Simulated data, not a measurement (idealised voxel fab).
process module | voxel wiring stack
cross-section cut | 235 nm wide | cells 5 nm
A cross-section is a grid of square cells, given in bands from the top down. A band is one or more rows of cells.
Each band's line starts with the height of the band's top and of its bottom, in nm. Then come its materials from left to right, each with its width in nm. One material with "throughout" fills the band from edge to edge. "air" is empty space.
Height 0 is the level under which the wafer as received is all one material. The lowest band goes on downwards, as in "0 down".
A width such as "30 to 40" changes by the same amount from each row of cells to the next, from the band's top row to its bottom row.
"no change" after a step means that no cell of the cross-section changed.
closed voids: empty space of 8 cells or more with no open way to the top, each as width x height at its distance from the left edge, in nm
after a step's settings: what the simulator itself notes on the step
overlay nm, on a step with a mask: how far to the right of its planned place the mask lay; to the left if negative
plan
1 op RECEIVE | material Si
2 op CONFORMAL_DEP | material SiO2 | thk nm 15
3 op DIRECTIONAL_DEP | material TiN | thk nm 5
4 op DIRECTIONAL_DEP | material Ru | thk nm 25
5 op MASKED_ETCH | tone cover | mask id METAL_1 | width nm 20 | pitch nm 45 | etch materials Ru | depth nm 25 | overlay nm -15
6 op MASKED_ETCH | tone cover | mask id METAL_1 | width nm 20 | pitch nm 45 | etch materials TiN | depth nm 5 | overlay nm 0
7 op FILL_DEP | material SiO2 | thk nm 10
8 op CMP | height nm 45
9 op CONFORMAL_DEP | material SiCN | thk nm 5
10 op DIRECTIONAL_DEP | material lowk | thk nm 10
11 op DIRECTIONAL_DEP | material aC | thk nm 15
12 op PATTERN | tone open | mask id PLUG_1 | material resist | width nm 15 | pitch nm 90 | thk nm 35 | overlay nm 0
13 op DIRECTIONAL_ETCH | etch materials aC | depth nm 15
14 op STRIP | etch materials resist
15 op DIRECTIONAL_ETCH | etch materials lowk | depth nm 10
16 op DIRECTIONAL_ETCH | etch materials SiCN | depth nm 5
17 op STRIP | etch materials aC
18 op CONFORMAL_DEP | material TiN | thk nm 5
19 op FILL_DEP | material Cu | thk nm 10
20 op CMP | height nm 60
21 op DIRECTIONAL_DEP | material TiN | thk nm 5
22 op DIRECTIONAL_DEP | material W | thk nm 15
23 op MASKED_ETCH | tone cover | mask id METAL_2 | width nm 20 | pitch nm 45 | etch materials W | depth nm 15 | overlay nm 0
24 op MASKED_ETCH | tone cover | mask id METAL_2 | width nm 20 | pitch nm 45 | etch materials TiN | depth nm 5 | overlay nm 0
25 op CONFORMAL_DEP | material SiCN | thk nm 5
26 op FILL_DEP | material lowk | thk nm 10
27 op CMP | height nm 80
28 op CONFORMAL_DEP | material SiN | thk nm 5
varied across the wafers: overlay nm of step 5. The plan shows the first wafer's value. All wafers start alike
first wafer as received, after step 1
  0 down: Si throughout
  closed voids: none
first wafer at the end, after step 28
  85 to 80: SiN throughout
  80 to 65: lowk 35 | SiCN 5 | W 20 | SiCN 5 | lowk 15 | SiCN 5 | W 20 | SiCN 5 | lowk 15 | SiCN 5 | W 20 | SiCN 5 | lowk 15 | SiCN 5 | W 20 | SiCN 5 | lowk 35
  65 to 60: SiCN 40 | TiN 20 | SiCN 25 | TiN 20 | SiCN 25 | TiN 20 | SiCN 25 | TiN 20 | SiCN 40
  60 to 50: lowk 40 | TiN 5 | Cu 5 | TiN 5 | lowk 75 | TiN 5 | Cu 5 | TiN 5 | lowk 90
  50 to 45: SiCN 40 | TiN 15 | SiCN 75 | TiN 15 | SiCN 90
  45 to 20: SiO2 25 | Ru 20 | SiO2 25 | Ru 20 | SiO2 25 | Ru 20 | SiO2 25 | Ru 20 | SiO2 55
  20 to 15: SiO2 25 | TiN 35 | SiO2 10 | TiN 35 | SiO2 10 | TiN 35 | SiO2 10 | TiN 35 | SiO2 40
  15 to 0: SiO2 throughout
  0 down: Si throughout
  closed voids: none
last wafer at the end
  85 to 80: SiN throughout
  80 to 65: lowk 35 | SiCN 5 | W 20 | SiCN 5 | lowk 15 | SiCN 5 | W 20 | SiCN 5 | lowk 15 | SiCN 5 | W 20 | SiCN 5 | lowk 15 | SiCN 5 | W 20 | SiCN 5 | lowk 35
  65 to 60: SiCN 40 | TiN 20 | SiCN 25 | TiN 20 | SiCN 25 | TiN 20 | SiCN 25 | TiN 20 | SiCN 40
  60 to 50: lowk 40 | TiN 5 | Cu 5 | TiN 5 | lowk 75 | TiN 5 | Cu 5 | TiN 5 | lowk 90
  50 to 45: SiCN 40 | TiN 15 | SiCN 75 | TiN 15 | SiCN 90
  45 to 20: SiO2 55 | Ru 20 | SiO2 25 | Ru 20 | SiO2 25 | Ru 20 | SiO2 25 | Ru 20 | SiO2 25
  20 to 15: SiO2 40 | TiN 35 | SiO2 10 | TiN 35 | SiO2 10 | TiN 35 | SiO2 10 | TiN 35 | SiO2 25
  15 to 0: SiO2 throughout
  0 down: Si throughout
  closed voids: none
each wafer at the end: cells of each material gained (+) or lost (-) since it was received, then its closed voids
overlay nm -15 | +4 Cu | +80 Ru | +96 SiCN | +47 SiN | +315 SiO2 | +58 TiN | +48 W | +151 lowk | closed voids: none
overlay nm -10 | +4 Cu | +80 Ru | +96 SiCN | +47 SiN | +319 SiO2 | +54 TiN | +48 W | +151 lowk | closed voids: none
overlay nm -5 | +4 Cu | +80 Ru | +96 SiCN | +47 SiN | +323 SiO2 | +50 TiN | +48 W | +151 lowk | closed voids: none
overlay nm 0 | +4 Cu | +80 Ru | +96 SiCN | +47 SiN | +327 SiO2 | +46 TiN | +48 W | +151 lowk | closed voids: none
overlay nm 5 | +4 Cu | +80 Ru | +96 SiCN | +47 SiN | +323 SiO2 | +50 TiN | +48 W | +151 lowk | closed voids: none
overlay nm 10 | +4 Cu | +80 Ru | +96 SiCN | +47 SiN | +319 SiO2 | +54 TiN | +48 W | +151 lowk | closed voids: none
overlay nm 15 | +4 Cu | +80 Ru | +96 SiCN | +47 SiN | +315 SiO2 | +58 TiN | +48 W | +151 lowk | closed voids: none
